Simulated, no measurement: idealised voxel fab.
The following process module bears the name voxel ribs on slabs.
It is cross-section cut that appears here, measuring 265 nm in width, its square cells being 5 nm in size.
For the purposes of this document, a cross-section shall be understood as a grid of square cells, specified as bands listed in top-to-bottom order, each band consisting of one or more rows of cells.
This entry defines a band. It first specifies the height of the band's top and the height of its bottom in nm, and then specifies the band's materials from left to right, stating each material with its width in nm. The word "edge to edge" identifies a single material that fills the band from edge to edge, while the word "empty" identifies empty space.
Convention: height 0 is the level below which the wafer, as received, is all one material. The lowest band does not terminate at the bottom but continues downward, represented as "0..down".
Per-row width for "30->40": begins at first number (top row of band), ends at second number (bottom row), increment between rows held constant.
Step marked "no alteration"? Then no cell in the cross-section changed in it.
You'll see "Closed void list" listing empty spaces that have no way open to the top, as long as they're 8 cells or more; the notation is width x height at distance, where the distance is from the left edge, and all of it is in nm.
It should be noted that, on the line of a given step, the content following the step's settings is a remark produced by the simulator itself with respect to that step.
Regarding "overlay nm": on a step with a mask, it is the distance the mask lay to the right of its planned place; a negative value places it to the left.

The steps planned for the process are as follows
- 1: RECEIVE (material Si)
- 2: DIRECTIONAL_DEP (material SiO2; thk nm 20)
- 3: DIRECTIONAL_DEP (material polySi; thk nm 20)
- 4: PATTERN (tone cover; mask id RIB; material resist; width nm 30; thk nm 15; overlay nm 0)
- 5: DIRECTIONAL_ETCH (etch materials polySi; depth nm 5)
- 6: STRIP (etch materials resist)
- 7: PATTERN (tone cover; mask id SLAB; material resist; width nm 90; thk nm 20; overlay nm 0)
- 8: DIRECTIONAL_ETCH (etch materials polySi; depth nm 15)
- 9: STRIP (etch materials resist)
- 10: FILL_DEP (material SiO2; thk nm 30)
- 11: CMP (height nm 60)
- 12: DIRECTIONAL_DEP (material TiN; thk nm 10)
- 13: PATTERN (tone cover; mask id HEATER; material resist; width nm 40; thk nm 15; overlay nm 0)
- 14: DIRECTIONAL_ETCH (etch materials TiN; depth nm 10)
- 15: STRIP (etch materials resist)
- 16: CONFORMAL_DEP (material SiN; thk nm 5)

Cross-section of the wafer at receipt, which is the condition after step 1
  0..down = Si edge to edge
  Closed void list: none

End state of the module in cross-section, given the above starting point and plan and one mistake in execution
  75..70 = empty (105); SiN (50); empty (110)
  70..65 = empty (105); SiN (5); TiN (40); SiN (5); empty (110)
  65..60 = SiN (110); TiN (40); SiN (115)
  60..20 = SiO2 edge to edge
  20..0 = polySi edge to edge
  0..down = Si edge to edge
  Closed void list: none
Want to know what went wrong? steps 2 and 3: order swapped relative to plan
